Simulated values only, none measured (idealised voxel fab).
Proc. module: voxel self aligned contacts
FYI the section here is cut, 235 nm wide, cells are 5 nm squares.
How to read a cross-section here: the picture is a grid of square cells, written as bands going from the top down, and any band can span one or more rows of cells.
Band: top and bottom heights (nm) first, top before bottom; then materials from left to right, widths in nm. "edge to edge" marks a sole material filling the band edge to edge. "air" denotes empty space.
Note: height 0 marks the level under which the wafer is uniformly one material as received. Lowest band unbounded below, written "z 0 and below".
Width "30 to 40": first value at the band's top row of cells, second value at its bottom row, equal change from row to row.
Any step labelled "remained unchanged" changed none of the cells in the cross-section.
Enclosed voids (no open way to top), threshold 8 cells or more, entry "Trapped cavities", notation width x height at distance, distance from left edge, nm.
On a step's line, text after the settings is the simulator commenting on that step.
On any step carrying a mask, the "overlay nm" setting, if present on the step's line, tells how far right of its planned place the mask lay; negative values point to the left.

This section lists the process steps that were planned
1 RECEIVE,material Si
2 CONFORMAL_DEP,material SiO2,thk nm 5
3 DIRECTIONAL_DEP,material polySi,thk nm 20
4 DIRECTIONAL_DEP,material SiN,thk nm 20
5 DIRECTIONAL_DEP,material aC,thk nm 10
6 PATTERN,tone cover,mask id GATE,material resist,width nm 35,pitch nm 75,thk nm 25,overlay nm 0
7 DIRECTIONAL_ETCH,etch materials aC,depth nm 10
8 STRIP,etch materials resist
9 DIRECTIONAL_ETCH,etch materials SiN,depth nm 20
10 DIRECTIONAL_ETCH,etch materials polySi,depth nm 20
11 STRIP,etch materials aC
12 CONFORMAL_DEP,material SiN,thk nm 10
13 DIRECTIONAL_ETCH,etch materials SiN,depth nm 10
14 FILL_DEP,material SiO2,thk nm 20
15 CMP,height nm 55
16 PATTERN,tone open,mask id CONTACT,material resist,width nm 60,pitch nm 75,thk nm 15,overlay nm 0
17 DIRECTIONAL_ETCH,etch materials SiO2,depth nm 55
18 STRIP,etch materials resist
19 CONFORMAL_DEP,material TiN,thk nm 5
20 FILL_DEP,material W,thk nm 5
21 CMP,height nm 55
22 CONFORMAL_DEP,material SiN,thk nm 5
Keep in mind the plan's value for the thk nm of step 2 comes from the first wafer; the wafers don't share that setting, but they do share the same starting point.

Cross-section of the first of several wafers on receipt, reflecting completion of step 1
  z 0 and below  Si edge to edge
  Trapped cavities: none

Below: a row per wafer. Contents at end of module: for every material, cells gained since receipt (+) or lost since receipt (-); then closed voids
thk nm 5 | +227 SiN | +133 SiO2 | +64 TiN | +56 W | +84 polySi | Trapped cavities: none
thk nm 10 | +227 SiN | +149 SiO2 | +64 TiN | +40 W | +84 polySi | Trapped cavities: none
thk nm 15 | +227 SiN | +165 SiO2 | +48 TiN | +40 W | +84 polySi | Trapped cavities: none
thk nm 20 | +194 SiN | +198 SiO2 | +48 TiN | +40 W | +84 polySi | Trapped cavities: none
